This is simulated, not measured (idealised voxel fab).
This section sets out a process module, namely voxel spacer lines.
It is cross-section cut that appears here, measuring 275 nm in width, its square cells being 5 nm in size.
This document writes a cross-section as a grid whose cells are square, and gives it as bands, listed from the top down; one or more rows of cells form a band. Heads up on the band format: heights come first, top then bottom, in nm. After that it's the materials left to right, each with its width in nm. A single material flagged "everywhere" fills the whole band edge to edge, and "blank" means there's empty space there. We count height from 0. Below that, the starting wafer is all one material. The lowest band never ends at the bottom but goes on down; see "0 nm and below" for how that is written. A two-number width, for instance "30..40", indicates that the width is equal to the first number in the top row of the band and to the second number in the bottom row, and that it changes by a constant amount per row of cells. Given "nothing different" for a step, no cell of the cross-section differs between before and after that step. Look at "Sealed-off cavities" for the closed voids: empty spaces with no open path to the top, sized 8 cells or up. Each is width x height at distance, distance from the left edge, all nm. Heads up: the bit after the settings on a step's line is the simulator's remark on that step. "overlay nm" answers the question of how far to the right of plan the mask lay on a step that has a mask, and when it is negative the answer is to the left. Pairs follow: section before one process step, section after it down to the lowest changed band, step with settings underneath. Pairs may come from different runs of this module on the same starting wafer; continuity with the pair above only as stated in the "Geometry before processing" entry.
## Geometry before processing
	0 nm and below  Si everywhere
	Sealed-off cavities: none
## After the Step
	5 nm to 0 nm  SiO2 everywhere
	Below 0 it's all the same as before, nothing changed down there.
	Sealed-off cavities: none
Upper to lower cross-section via CONFORMAL_DEP | material SiO2 | thk nm 5
Geometry before processing: this step begins from the cross-section that the pair just above shows after its step.
## After the Step
	25 nm to 5 nm  TiN everywhere
	Below 5 it's all the same as before, nothing changed down there.
	Sealed-off cavities: none
Upper to lower cross-section via DIRECTIONAL_DEP | material TiN | thk nm 20
Geometry before processing: this step begins from the cross-section that the pair just above shows after its step.
## After the Step
	55 nm to 25 nm  polySi everywhere
	Below 25 it's all the same as before, nothing changed down there.
	Sealed-off cavities: none
Upper to lower cross-section via DIRECTIONAL_DEP | material polySi | thk nm 30
Geometry before processing: this step begins from the cross-section that the pair just above shows after its step.
## After the Step
	95 nm to 55 nm  blank=70; resist=15; blank=45; resist=15; blank=45; resist=15; blank=70
	Below 55 it's all the same as before, nothing changed down there.
	Sealed-off cavities: none
Upper to lower cross-section via PATTERN | tone cover | mask id MANDREL | material resist | width nm 15 | pitch nm 60 | thk nm 40 | overlay nm 0
Geometry before processing: this step begins from the cross-section that the pair just above shows after its step.
## After the Step
	95 nm to 55 nm  blank=70; resist=15; blank=45; resist=15; blank=45; resist=15; blank=70
	55 nm to 25 nm  blank=70; polySi=15; blank=45; polySi=15; blank=45; polySi=15; blank=70
	Below 25 it's all the same as before, nothing changed down there.
	Sealed-off cavities: none
Upper to lower cross-section via DIRECTIONAL_ETCH | etch materials polySi | depth nm 30
Geometry before processing: this step begins from the cross-section that the pair just above shows after its step.
## After the Step
	55 nm to 25 nm  blank=70; polySi=15; blank=45; polySi=15; blank=45; polySi=15; blank=70
	Below 25 it's all the same as before, nothing changed down there.
	Sealed-off cavities: none
Upper to lower cross-section via STRIP | etch materials resist
Geometry before processing: this step begins from the cross-section that the pair just above shows after its step.
## After the Step
	70 nm to 55 nm  blank=55; SiN=45; blank=15; SiN=45; blank=15; SiN=45; blank=55
	55 nm to 40 nm  blank=55; SiN=15; polySi=15; SiN=15; blank=15; SiN=15; polySi=15; SiN=15; blank=15; SiN=15; polySi=15; SiN=15; blank=55
	40 nm to 25 nm  SiN=70; polySi=15; SiN=45; polySi=15; SiN=45; polySi=15; SiN=70
	Below 25 it's all the same as before, nothing changed down there.
	Sealed-off cavities: none
Upper to lower cross-section via CONFORMAL_DEP | material SiN | thk nm 15
Geometry before processing: this step begins from the cross-section that the pair just above shows after its step.
## After the Step
	55 nm to 25 nm  blank=55; SiN=15; polySi=15; SiN=15; blank=15; SiN=15; polySi=15; SiN=15; blank=15; SiN=15; polySi=15; SiN=15; blank=55
	Below 25 it's all the same as before, nothing changed down there.
	Sealed-off cavities: none
Upper to lower cross-section via DIRECTIONAL_ETCH | etch materials SiN | depth nm 15
Geometry before processing: this step begins from the cross-section that the pair just above shows after its step.
## After the Step
	55 nm to 25 nm  blank=55; SiN=15; blank=15; SiN=15; blank=15; SiN=15; blank=15; SiN=15; blank=15; SiN=15; blank=15; SiN=15; blank=55
	Below 25 it's all the same as before, nothing changed down there.
	Sealed-off cavities: none
Upper to lower cross-section via STRIP | etch materials polySi
Geometry before processing: this step begins from the cross-section that the pair just above shows after its step.
## After the Step
	55 nm to 25 nm  blank=55; SiN=15; blank=15; SiN=15; blank=15; SiN=15; blank=15; SiN=15; blank=15; SiN=15; blank=15; SiN=15; blank=55
	25 nm to 5 nm  blank=55; TiN=15; blank=15; TiN=15; blank=15; TiN=15; blank=15; TiN=15; blank=15; TiN=15; blank=15; TiN=15; blank=55
	Below 5 it's all the same as before, nothing changed down there.
	Sealed-off cavities: none
Upper to lower cross-section via DIRECTIONAL_ETCH | etch materials TiN | depth nm 20
Geometry before processing: this step begins from the cross-section that the pair just above shows after its step.
## After the Step
	25 nm to 5 nm  blank=55; TiN=15; blank=15; TiN=15; blank=15; TiN=15; blank=15; TiN=15; blank=15; TiN=15; blank=15; TiN=15; blank=55
	Below 5 it's all the same as before, nothing changed down there.
	Sealed-off cavities: none
Upper to lower cross-section via STRIP | etch materials SiN
## Geometry before processing
	0 nm and below  Si everywhere
	Sealed-off cavities: none
## After the Step
	20 nm to 0 nm  TiN everywhere
	Below 0 it's all the same as before, nothing changed down there.
	Sealed-off cavities: none
Upper to lower cross-section via DIRECTIONAL_DEP | material TiN | thk nm 20
Geometry before processing: this step begins from the cross-section that the pair just above shows after its step.
## After the Step
	50 nm to 20 nm  polySi everywhere
	Below 20 it's all the same as before, nothing changed down there.
	Sealed-off cavities: none
Upper to lower cross-section via DIRECTIONAL_DEP | material polySi | thk nm 30
Geometry before processing: this step begins from the cross-section that the pair just above shows after its step.
## After the Step
	90 nm to 50 nm  blank=70; resist=15; blank=45; resist=15; blank=45; resist=15; blank=70
	Below 50 it's all the same as before, nothing changed down there.
	Sealed-off cavities: none
Upper to lower cross-section via PATTERN | tone cover | mask id MANDREL | material resist | width nm 15 | pitch nm 60 | thk nm 40 | overlay nm 0
Geometry before processing: this step begins from the cross-section that the pair just above shows after its step.
## After the Step
	90 nm to 50 nm  blank=70; resist=15; blank=45; resist=15; blank=45; resist=15; blank=70
	50 nm to 20 nm  blank=70; polySi=15; blank=45; polySi=15; blank=45; polySi=15; blank=70
	Below 20 it's all the same as before, nothing changed down there.
	Sealed-off cavities: none
Upper to lower cross-section via DIRECTIONAL_ETCH | etch materials polySi | depth nm 30
Geometry before processing: this step begins from the cross-section that the pair just above shows after its step.
## After the Step
	50 nm to 20 nm  blank=70; polySi=15; blank=45; polySi=15; blank=45; polySi=15; blank=70
	Below 20 it's all the same as before, nothing changed down there.
	Sealed-off cavities: none
Upper to lower cross-section via STRIP | etch materials resist
Geometry before processing: this step begins from the cross-section that the pair just above shows after its step.
## After the Step
	65 nm to 50 nm  blank=55; SiN=45; blank=15; SiN=45; blank=15; SiN=45; blank=55
	50 nm to 35 nm  blank=55; SiN=15; polySi=15; SiN=15; blank=15; SiN=15; polySi=15; SiN=15; blank=15; SiN=15; polySi=15; SiN=15; blank=55
	35 nm to 20 nm  SiN=70; polySi=15; SiN=45; polySi=15; SiN=45; polySi=15; SiN=70
	Below 20 it's all the same as before, nothing changed down there.
	Sealed-off cavities: none
Upper to lower cross-section via CONFORMAL_DEP | material SiN | thk nm 15
Geometry before processing: this step begins from the cross-section that the pair just above shows after its step.
## After the Step
	50 nm to 20 nm  blank=55; SiN=15; polySi=15; SiN=15; blank=15; SiN=15; polySi=15; SiN=15; blank=15; SiN=15; polySi=15; SiN=15; blank=55
	Below 20 it's all the same as before, nothing changed down there.
	Sealed-off cavities: none
Upper to lower cross-section via DIRECTIONAL_ETCH | etch materials SiN | depth nm 15
Geometry before processing: this step begins from the cross-section that the pair just above shows after its step.
## After the Step
	50 nm to 20 nm  blank=55; SiN=15; blank=15; SiN=15; blank=15; SiN=15; blank=15; SiN=15; blank=15; SiN=15; blank=15; SiN=15; blank=55
	Below 20 it's all the same as before, nothing changed down there.
	Sealed-off cavities: none
Upper to lower cross-section via STRIP | etch materials polySi
Geometry before processing: this step begins from the cross-section that the pair just above shows after its step.
## After the Step
	50 nm to 20 nm  blank=55; SiN=15; blank=15; SiN=15; blank=15; SiN=15; blank=15; SiN=15; blank=15; SiN=15; blank=15; SiN=15; blank=55
	20 nm to 0 nm  blank=55; TiN=15; blank=15; TiN=15; blank=15; TiN=15; blank=15; TiN=15; blank=15; TiN=15; blank=15; TiN=15; blank=55
	Below 0 it's all the same as before, nothing changed down there.
	Sealed-off cavities: none
Upper to lower cross-section via DIRECTIONAL_ETCH | etch materials TiN | depth nm 20
Geometry before processing: this step begins from the cross-section that the pair just above shows after its step.
## After the Step
	20 nm to 0 nm  blank=55; TiN=15; blank=15; TiN=15; blank=15; TiN=15; blank=15; TiN=15; blank=15; TiN=15; blank=15; TiN=15; blank=55
	Below 0 it's all the same as before, nothing changed down there.
	Sealed-off cavities: none
Upper to lower cross-section via STRIP | etch materials SiN
## Geometry before processing
	25 nm to 5 nm  TiN everywhere
	5 nm to 0 nm  SiO2 everywhere
	0 nm and below  Si everywhere
	Sealed-off cavities: none
## After the Step
	45 nm to 5 nm  TiN everywhere
	Below 5 it's all the same as before, nothing changed down there.
	Sealed-off cavities: none
Upper to lower cross-section via DIRECTIONAL_DEP | material TiN | thk nm 20
Geometry before processing: this step begins from the cross-section that the pair just above shows after its step.
## After the Step
	75 nm to 45 nm  polySi everywhere
	Below 45 it's all the same as before, nothing changed down there.
	Sealed-off cavities: none
Upper to lower cross-section via DIRECTIONAL_DEP | material polySi | thk nm 30
Geometry before processing: this step begins from the cross-section that the pair just above shows after its step.
## After the Step
	115 nm to 75 nm  blank=70; resist=15; blank=45; resist=15; blank=45; resist=15; blank=70
	Below 75 it's all the same as before, nothing changed down there.
	Sealed-off cavities: none
Upper to lower cross-section via PATTERN | tone cover | mask id MANDREL | material resist | width nm 15 | pitch nm 60 | thk nm 40 | overlay nm 0
Geometry before processing: this step begins from the cross-section that the pair just above shows after its step.
## After the Step
	115 nm to 75 nm  blank=70; resist=15; blank=45; resist=15; blank=45; resist=15; blank=70
	75 nm to 45 nm  blank=70; polySi=15; blank=45; polySi=15; blank=45; polySi=15; blank=70
	Below 45 it's all the same as before, nothing changed down there.
	Sealed-off cavities: none
Upper to lower cross-section via DIRECTIONAL_ETCH | etch materials polySi | depth nm 30
Geometry before processing: this step begins from the cross-section that the pair just above shows after its step.
## After the Step
	75 nm to 45 nm  blank=70; polySi=15; blank=45; polySi=15; blank=45; polySi=15; blank=70
	Below 45 it's all the same as before, nothing changed down there.
	Sealed-off cavities: none
Upper to lower cross-section via STRIP | etch materials resist
Geometry before processing: this step begins from the cross-section that the pair just above shows after its step.
## After the Step
	90 nm to 75 nm  blank=55; SiN=45; blank=15; SiN=45; blank=15; SiN=45; blank=55
	75 nm to 60 nm  blank=55; SiN=15; polySi=15; SiN=15; blank=15; SiN=15; polySi=15; SiN=15; blank=15; SiN=15; polySi=15; SiN=15; blank=55
	60 nm to 45 nm  SiN=70; polySi=15; SiN=45; polySi=15; SiN=45; polySi=15; SiN=70
	Below 45 it's all the same as before, nothing changed down there.
	Sealed-off cavities: none
Upper to lower cross-section via CONFORMAL_DEP | material SiN | thk nm 15
Geometry before processing: this step begins from the cross-section that the pair just above shows after its step.
## After the Step
	75 nm to 45 nm  blank=55; SiN=15; polySi=15; SiN=15; blank=15; SiN=15; polySi=15; SiN=15; blank=15; SiN=15; polySi=15; SiN=15; blank=55
	Below 45 it's all the same as before, nothing changed down there.
	Sealed-off cavities: none
Upper to lower cross-section via DIRECTIONAL_ETCH | etch materials SiN | depth nm 15
Geometry before processing: this step begins from the cross-section that the pair just above shows after its step.
## After the Step
	75 nm to 45 nm  blank=55; SiN=15; blank=15; SiN=15; blank=15; SiN=15; blank=15; SiN=15; blank=15; SiN=15; blank=15; SiN=15; blank=55
	Below 45 it's all the same as before, nothing changed down there.
	Sealed-off cavities: none
Upper to lower cross-section via STRIP | etch materials polySi
Geometry before processing: this step begins from the cross-section that the pair just above shows after its step.
## After the Step
	75 nm to 45 nm  blank=55; SiN=15; blank=15; SiN=15; blank=15; SiN=15; blank=15; SiN=15; blank=15; SiN=15; blank=15; SiN=15; blank=55
	45 nm to 25 nm  blank=55; TiN=15; blank=15; TiN=15; blank=15; TiN=15; blank=15; TiN=15; blank=15; TiN=15; blank=15; TiN=15; blank=55
	Below 25 it's all the same as before, nothing changed down there.
	Sealed-off cavities: none
Upper to lower cross-section via DIRECTIONAL_ETCH | etch materials TiN | depth nm 20
Geometry before processing: this step begins from the cross-section that the pair just above shows after its step.
## After the Step
	45 nm to 25 nm  blank=55; TiN=15; blank=15; TiN=15; blank=15; TiN=15; blank=15; TiN=15; blank=15; TiN=15; blank=15; TiN=15; blank=55
	Below 25 it's all the same as before, nothing changed down there.
	Sealed-off cavities: none
Upper to lower cross-section via STRIP | etch materials SiN
## Geometry before processing
	20 nm to 0 nm  TiN everywhere
	0 nm and below  Si everywhere
	Sealed-off cavities: none
## After the Step
	25 nm to 20 nm  SiO2 everywhere
	Below 20 it's all the same as before, nothing changed down there.
	Sealed-off cavities: none
Upper to lower cross-section via CONFORMAL_DEP | material SiO2 | thk nm 5
Geometry before processing: this step begins from the cross-section that the pair just above shows after its step.
## After the Step
	55 nm to 25 nm  polySi everywhere
	Below 25 it's all the same as before, nothing changed down there.
	Sealed-off cavities: none
Upper to lower cross-section via DIRECTIONAL_DEP | material polySi | thk nm 30
Geometry before processing: this step begins from the cross-section that the pair just above shows after its step.
## After the Step
	95 nm to 55 nm  blank=70; resist=15; blank=45; resist=15; blank=45; resist=15; blank=70
	Below 55 it's all the same as before, nothing changed down there.
	Sealed-off cavities: none
Upper to lower cross-section via PATTERN | tone cover | mask id MANDREL | material resist | width nm 15 | pitch nm 60 | thk nm 40 | overlay nm 0
Geometry before processing: this step begins from the cross-section that the pair just above shows after its step.
## After the Step
	95 nm to 55 nm  blank=70; resist=15; blank=45; resist=15; blank=45; resist=15; blank=70
	55 nm to 25 nm  blank=70; polySi=15; blank=45; polySi=15; blank=45; polySi=15; blank=70
	Below 25 it's all the same as before, nothing changed down there.
	Sealed-off cavities: none
Upper to lower cross-section via DIRECTIONAL_ETCH | etch materials polySi | depth nm 30
Geometry before processing: this step begins from the cross-section that the pair just above shows after its step.
## After the Step
	55 nm to 25 nm  blank=70; polySi=15; blank=45; polySi=15; blank=45; polySi=15; blank=70
	Below 25 it's all the same as before, nothing changed down there.
	Sealed-off cavities: none
Upper to lower cross-section via STRIP | etch materials resist
Geometry before processing: this step begins from the cross-section that the pair just above shows after its step.
## After the Step
	70 nm to 55 nm  blank=55; SiN=45; blank=15; SiN=45; blank=15; SiN=45; blank=55
	55 nm to 40 nm  blank=55; SiN=15; polySi=15; SiN=15; blank=15; SiN=15; polySi=15; SiN=15; blank=15; SiN=15; polySi=15; SiN=15; blank=55
	40 nm to 25 nm  SiN=70; polySi=15; SiN=45; polySi=15; SiN=45; polySi=15; SiN=70
	Below 25 it's all the same as before, nothing changed down there.
	Sealed-off cavities: none
Upper to lower cross-section via CONFORMAL_DEP | material SiN | thk nm 15
Geometry before processing: this step begins from the cross-section that the pair just above shows after its step.
## After the Step
	55 nm to 25 nm  blank=55; SiN=15; polySi=15; SiN=15; blank=15; SiN=15; polySi=15; SiN=15; blank=15; SiN=15; polySi=15; SiN=15; blank=55
	Below 25 it's all the same as before, nothing changed down there.
	Sealed-off cavities: none
Upper to lower cross-section via DIRECTIONAL_ETCH | etch materials SiN | depth nm 15
Geometry before processing: this step begins from the cross-section that the pair just above shows after its step.
## After the Step
	55 nm to 25 nm  blank=55; SiN=15; blank=15; SiN=15; blank=15; SiN=15; blank=15; SiN=15; blank=15; SiN=15; blank=15; SiN=15; blank=55
	Below 25 it's all the same as before, nothing changed down there.
	Sealed-off cavities: none
Upper to lower cross-section via STRIP | etch materials polySi
Geometry before processing: this step begins from the cross-section that the pair just above shows after its step.
## After the Step
	25 nm to 20 nm  SiO2 everywhere
	Below 20 it's all the same as before, nothing changed down there.
	Sealed-off cavities: none
Upper to lower cross-section via STRIP | etch materials SiN
## Geometry before processing
	5 nm to 0 nm  SiO2 everywhere
	0 nm and below  Si everywhere
	Sealed-off cavities: none
## After the Step
	30 nm to 5 nm  TiN everywhere
	Below 5 it's all the same as before, nothing changed down there.
	Sealed-off cavities: none
Upper to lower cross-section via DIRECTIONAL_DEP | material TiN | thk nm 25
Geometry before processing: this step begins from the cross-section that the pair just above shows after its step.
## After the Step
	60 nm to 30 nm  polySi everywhere
	Below 30 it's all the same as before, nothing changed down there.
	Sealed-off cavities: none
Upper to lower cross-section via DIRECTIONAL_DEP | material polySi | thk nm 30
Geometry before processing: this step begins from the cross-section that the pair just above shows after its step.
## After the Step
	100 nm to 60 nm  blank=70; resist=15; blank=45; resist=15; blank=45; resist=15; blank=70
	Below 60 it's all the same as before, nothing changed down there.
	Sealed-off cavities: none
Upper to lower cross-section via PATTERN | tone cover | mask id MANDREL | material resist | width nm 15 | pitch nm 60 | thk nm 40 | overlay nm 0
Geometry before processing: this step begins from the cross-section that the pair just above shows after its step.
## After the Step
	100 nm to 60 nm  blank=70; resist=15; blank=45; resist=15; blank=45; resist=15; blank=70
	60 nm to 30 nm  blank=70; polySi=15; blank=45; polySi=15; blank=45; polySi=15; blank=70
	Below 30 it's all the same as before, nothing changed down there.
	Sealed-off cavities: none
Upper to lower cross-section via DIRECTIONAL_ETCH | etch materials polySi | depth nm 30
Geometry before processing: this step begins from the cross-section that the pair just above shows after its step.
## After the Step
	60 nm to 30 nm  blank=70; polySi=15; blank=45; polySi=15; blank=45; polySi=15; blank=70
	Below 30 it's all the same as before, nothing changed down there.
	Sealed-off cavities: none
Upper to lower cross-section via STRIP | etch materials resist
Geometry before processing: this step begins from the cross-section that the pair just above shows after its step.
## After the Step
	75 nm to 60 nm  blank=55; SiN=45; blank=15; SiN=45; blank=15; SiN=45; blank=55
	60 nm to 45 nm  blank=55; SiN=15; polySi=15; SiN=15; blank=15; SiN=15; polySi=15; SiN=15; blank=15; SiN=15; polySi=15; SiN=15; blank=55
	45 nm to 30 nm  SiN=70; polySi=15; SiN=45; polySi=15; SiN=45; polySi=15; SiN=70
	Below 30 it's all the same as before, nothing changed down there.
	Sealed-off cavities: none
Upper to lower cross-section via CONFORMAL_DEP | material SiN | thk nm 15
Geometry before processing: this step begins from the cross-section that the pair just above shows after its step.
## After the Step
	60 nm to 30 nm  blank=55; SiN=15; polySi=15; SiN=15; blank=15; SiN=15; polySi=15; SiN=15; blank=15; SiN=15; polySi=15; SiN=15; blank=55
	Below 30 it's all the same as before, nothing changed down there.
	Sealed-off cavities: none
Upper to lower cross-section via DIRECTIONAL_ETCH | etch materials SiN | depth nm 15
Geometry before processing: this step begins from the cross-section that the pair just above shows after its step.
## After the Step
	60 nm to 30 nm  blank=55; SiN=15; blank=15; SiN=15; blank=15; SiN=15; blank=15; SiN=15; blank=15; SiN=15; blank=15; SiN=15; blank=55
	Below 30 it's all the same as before, nothing changed down there.
	Sealed-off cavities: none
Upper to lower cross-section via STRIP | etch materials polySi
Geometry before processing: this step begins from the cross-section that the pair just above shows after its step.
## After the Step
	60 nm to 30 nm  blank=55; SiN=15; blank=15; SiN=15; blank=15; SiN=15; blank=15; SiN=15; blank=15; SiN=15; blank=15; SiN=15; blank=55
	30 nm to 10 nm  blank=55; TiN=15; blank=15; TiN=15; blank=15; TiN=15; blank=15; TiN=15; blank=15; TiN=15; blank=15; TiN=15; blank=55
	Below 10 it's all the same as before, nothing changed down there.
	Sealed-off cavities: none
Upper to lower cross-section via DIRECTIONAL_ETCH | etch materials TiN | depth nm 20
Geometry before processing: this step begins from the cross-section that the pair just above shows after its step.
## After the Step
	30 nm to 10 nm  blank=55; TiN=15; blank=15; TiN=15; blank=15; TiN=15; blank=15; TiN=15; blank=15; TiN=15; blank=15; TiN=15; blank=55
	Below 10 it's all the same as before, nothing changed down there.
	Sealed-off cavities: none
Upper to lower cross-section via STRIP | etch materials SiN
## Geometry before processing
	55 nm to 25 nm  polySi everywhere
	25 nm to 5 nm  TiN everywhere
	5 nm to 0 nm  SiO2 everywhere
	0 nm and below  Si everywhere
	Sealed-off cavities: none
## After the Step
	95 nm to 55 nm  blank=70; resist=20; blank=40; resist=20; blank=40; resist=20; blank=65
	Below 55 it's all the same as before, nothing changed down there.
	Sealed-off cavities: none
Upper to lower cross-section via PATTERN | tone cover | mask id MANDREL | material resist | width nm 20 | pitch nm 60 | thk nm 40 | overlay nm 0
Geometry before processing: this step begins from the cross-section that the pair just above shows after its step.
## After the Step
	95 nm to 55 nm  blank=70; resist=20; blank=40; resist=20; blank=40; resist=20; blank=65
	55 nm to 25 nm  blank=70; polySi=20; blank=40; polySi=20; blank=40; polySi=20; blank=65
	Below 25 it's all the same as before, nothing changed down there.
	Sealed-off cavities: none
Upper to lower cross-section via DIRECTIONAL_ETCH | etch materials polySi | depth nm 30
Geometry before processing: this step begins from the cross-section that the pair just above shows after its step.
## After the Step
	55 nm to 25 nm  blank=70; polySi=20; blank=40; polySi=20; blank=40; polySi=20; blank=65
	Below 25 it's all the same as before, nothing changed down there.
	Sealed-off cavities: none
Upper to lower cross-section via STRIP | etch materials resist
Geometry before processing: this step begins from the cross-section that the pair just above shows after its step.
## After the Step
	70 nm to 55 nm  blank=55; SiN=50; blank=10; SiN=50; blank=10; SiN=50; blank=50
	55 nm to 40 nm  blank=55; SiN=15; polySi=20; SiN=15; blank=10; SiN=15; polySi=20; SiN=15; blank=10; SiN=15; polySi=20; SiN=15; blank=50
	40 nm to 25 nm  SiN=70; polySi=20; SiN=40; polySi=20; SiN=40; polySi=20; SiN=65
	Below 25 it's all the same as before, nothing changed down there.
	Sealed-off cavities: none
Upper to lower cross-section via CONFORMAL_DEP | material SiN | thk nm 15
Geometry before processing: this step begins from the cross-section that the pair just above shows after its step.
## After the Step
	55 nm to 25 nm  blank=55; SiN=15; polySi=20; SiN=15; blank=10; SiN=15; polySi=20; SiN=15; blank=10; SiN=15; polySi=20; SiN=15; blank=50
	Below 25 it's all the same as before, nothing changed down there.
	Sealed-off cavities: none
Upper to lower cross-section via DIRECTIONAL_ETCH | etch materials SiN | depth nm 15
Geometry before processing: this step begins from the cross-section that the pair just above shows after its step.
## After the Step
	55 nm to 25 nm  blank=55; SiN=15; blank=20; SiN=15; blank=10; SiN=15; blank=20; SiN=15; blank=10; SiN=15; blank=20; SiN=15; blank=50
	Below 25 it's all the same as before, nothing changed down there.
	Sealed-off cavities: none
Upper to lower cross-section via STRIP | etch materials polySi
Geometry before processing: this step begins from the cross-section that the pair just above shows after its step.
## After the Step
	55 nm to 25 nm  blank=55; SiN=15; blank=20; SiN=15; blank=10; SiN=15; blank=20; SiN=15; blank=10; SiN=15; blank=20; SiN=15; blank=50
	25 nm to 5 nm  blank=55; TiN=15; blank=20; TiN=15; blank=10; TiN=15; blank=20; TiN=15; blank=10; TiN=15; blank=20; TiN=15; blank=50
	Below 5 it's all the same as before, nothing changed down there.
	Sealed-off cavities: none
Upper to lower cross-section via DIRECTIONAL_ETCH | etch materials TiN | depth nm 20
Geometry before processing: this step begins from the cross-section that the pair just above shows after its step.
## After the Step
	25 nm to 5 nm  blank=55; TiN=15; blank=20; TiN=15; blank=10; TiN=15; blank=20; TiN=15; blank=10; TiN=15; blank=20; TiN=15; blank=50
	Below 5 it's all the same as before, nothing changed down there.
	Sealed-off cavities: none
Upper to lower cross-section via STRIP | etch materials SiN
## Geometry before processing
	55 nm to 25 nm  polySi everywhere
	25 nm to 5 nm  TiN everywhere
	5 nm to 0 nm  SiO2 everywhere
	0 nm and below  Si everywhere
	Sealed-off cavities: none
## After the Step
	95 nm to 55 nm  blank=65; resist=15; blank=45; resist=15; blank=45; resist=15; blank=75
	Below 55 it's all the same as before, nothing changed down there.
	Sealed-off cavities: none
Upper to lower cross-section via PATTERN | tone cover | mask id MANDREL | material resist | width nm 15 | pitch nm 60 | thk nm 40 | overlay nm -5
Geometry before processing: this step begins from the cross-section that the pair just above shows after its step.
## After the Step
	95 nm to 55 nm  blank=65; resist=15; blank=45; resist=15; blank=45; resist=15; blank=75
	55 nm to 25 nm  blank=65; polySi=15; blank=45; polySi=15; blank=45; polySi=15; blank=75
	Below 25 it's all the same as before, nothing changed down there.
	Sealed-off cavities: none
Upper to lower cross-section via DIRECTIONAL_ETCH | etch materials polySi | depth nm 30
Geometry before processing: this step begins from the cross-section that the pair just above shows after its step.
## After the Step
	55 nm to 25 nm  blank=65; polySi=15; blank=45; polySi=15; blank=45; polySi=15; blank=75
	Below 25 it's all the same as before, nothing changed down there.
	Sealed-off cavities: none
Upper to lower cross-section via STRIP | etch materials resist
Geometry before processing: this step begins from the cross-section that the pair just above shows after its step.
## After the Step
	70 nm to 55 nm  blank=50; SiN=45; blank=15; SiN=45; blank=15; SiN=45; blank=60
	55 nm to 40 nm  blank=50; SiN=15; polySi=15; SiN=15; blank=15; SiN=15; polySi=15; SiN=15; blank=15; SiN=15; polySi=15; SiN=15; blank=60
	40 nm to 25 nm  SiN=65; polySi=15; SiN=45; polySi=15; SiN=45; polySi=15; SiN=75
	Below 25 it's all the same as before, nothing changed down there.
	Sealed-off cavities: none
Upper to lower cross-section via CONFORMAL_DEP | material SiN | thk nm 15
Geometry before processing: this step begins from the cross-section that the pair just above shows after its step.
## After the Step
	55 nm to 25 nm  blank=50; SiN=15; polySi=15; SiN=15; blank=15; SiN=15; polySi=15; SiN=15; blank=15; SiN=15; polySi=15; SiN=15; blank=60
	Below 25 it's all the same as before, nothing changed down there.
	Sealed-off cavities: none
Upper to lower cross-section via DIRECTIONAL_ETCH | etch materials SiN | depth nm 15
Geometry before processing: this step begins from the cross-section that the pair just above shows after its step.
## After the Step
	55 nm to 25 nm  blank=50; SiN=15; blank=15; SiN=15; blank=15; SiN=15; blank=15; SiN=15; blank=15; SiN=15; blank=15; SiN=15; blank=60
	Below 25 it's all the same as before, nothing changed down there.
	Sealed-off cavities: none
Upper to lower cross-section via STRIP | etch materials polySi
Geometry before processing: this step begins from the cross-section that the pair just above shows after its step.
## After the Step
	55 nm to 25 nm  blank=50; SiN=15; blank=15; SiN=15; blank=15; SiN=15; blank=15; SiN=15; blank=15; SiN=15; blank=15; SiN=15; blank=60
	25 nm to 5 nm  blank=50; TiN=15; blank=15; TiN=15; blank=15; TiN=15; blank=15; TiN=15; blank=15; TiN=15; blank=15; TiN=15; blank=60
	Below 5 it's all the same as before, nothing changed down there.
	Sealed-off cavities: none
Upper to lower cross-section via DIRECTIONAL_ETCH | etch materials TiN | depth nm 20
Geometry before processing: this step begins from the cross-section that the pair just above shows after its step.
## After the Step
	25 nm to 5 nm  blank=50; TiN=15; blank=15; TiN=15; blank=15; TiN=15; blank=15; TiN=15; blank=15; TiN=15; blank=15; TiN=15; blank=60
	Below 5 it's all the same as before, nothing changed down there.
	Sealed-off cavities: none
Upper to lower cross-section via STRIP | etch materials SiN
## Geometry before processing
	55 nm to 25 nm  blank=70; polySi=15; blank=45; polySi=15; blank=45; polySi=15; blank=70
	25 nm to 5 nm  TiN everywhere
	5 nm to 0 nm  SiO2 everywhere
	0 nm and below  Si everywhere
	Sealed-off cavities: none
## After the Step
	70 nm to 55 nm  blank=55; SiO2=45; blank=15; SiO2=45; blank=15; SiO2=45; blank=55
	55 nm to 40 nm  blank=55; SiO2=15; polySi=15; SiO2=15; blank=15; SiO2=15; polySi=15; SiO2=15; blank=15; SiO2=15; polySi=15; SiO2=15; blank=55
	40 nm to 25 nm  SiO2=70; polySi=15; SiO2=45; polySi=15; SiO2=45; polySi=15; SiO2=70
	Below 25 it's all the same as before, nothing changed down there.
	Sealed-off cavities: none
Upper to lower cross-section via CONFORMAL_DEP | material SiO2 | thk nm 15
## Geometry before processing
	55 nm to 25 nm  polySi everywhere
	25 nm to 5 nm  TiN everywhere
	5 nm to 0 nm  SiO2 everywhere
	0 nm and below  Si everywhere
	Sealed-off cavities: none
## After the Step
	95 nm to 55 nm  resist=70; blank=15; resist=45; blank=15; resist=45; blank=15; resist=70
	Below 55 it's all the same as before, nothing changed down there.
	Sealed-off cavities: none
Upper to lower cross-section via PATTERN | tone open | mask id MANDREL | material resist | width nm 15 | pitch nm 60 | thk nm 40 | overlay nm 0
Geometry before processing: this step begins from the cross-section that the pair just above shows after its step.
## After the Step
	95 nm to 55 nm  resist=70; blank=15; resist=45; blank=15; resist=45; blank=15; resist=70
	55 nm to 25 nm  polySi=70; blank=15; polySi=45; blank=15; polySi=45; blank=15; polySi=70
	Below 25 it's all the same as before, nothing changed down there.
	Sealed-off cavities: none
Upper to lower cross-section via DIRECTIONAL_ETCH | etch materials polySi | depth nm 30
Geometry before processing: this step begins from the cross-section that the pair just above shows after its step.
## After the Step
	55 nm to 25 nm  polySi=70; blank=15; polySi=45; blank=15; polySi=45; blank=15; polySi=70
	Below 25 it's all the same as before, nothing changed down there.
	Sealed-off cavities: none
Upper to lower cross-section via STRIP | etch materials resist
Geometry before processing: this step begins from the cross-section that the pair just above shows after its step.
## After the Step
	70 nm to 55 nm  SiN everywhere
	55 nm to 25 nm  polySi=70; SiN=15; polySi=45; SiN=15; polySi=45; SiN=15; polySi=70
	Below 25 it's all the same as before, nothing changed down there.
	Sealed-off cavities: none
Upper to lower cross-section via CONFORMAL_DEP | material SiN | thk nm 15
Geometry before processing: this step begins from the cross-section that the pair just above shows after its step.
## After the Step
	55 nm to 25 nm  polySi=70; SiN=15; polySi=45; SiN=15; polySi=45; SiN=15; polySi=70
	Below 25 it's all the same as before, nothing changed down there.
	Sealed-off cavities: none
Upper to lower cross-section via DIRECTIONAL_ETCH | etch materials SiN | depth nm 15
Geometry before processing: this step begins from the cross-section that the pair just above shows after its step.
## After the Step
	55 nm to 25 nm  blank=70; SiN=15; blank=45; SiN=15; blank=45; SiN=15; blank=70
	Below 25 it's all the same as before, nothing changed down there.
	Sealed-off cavities: none
Upper to lower cross-section via STRIP | etch materials polySi
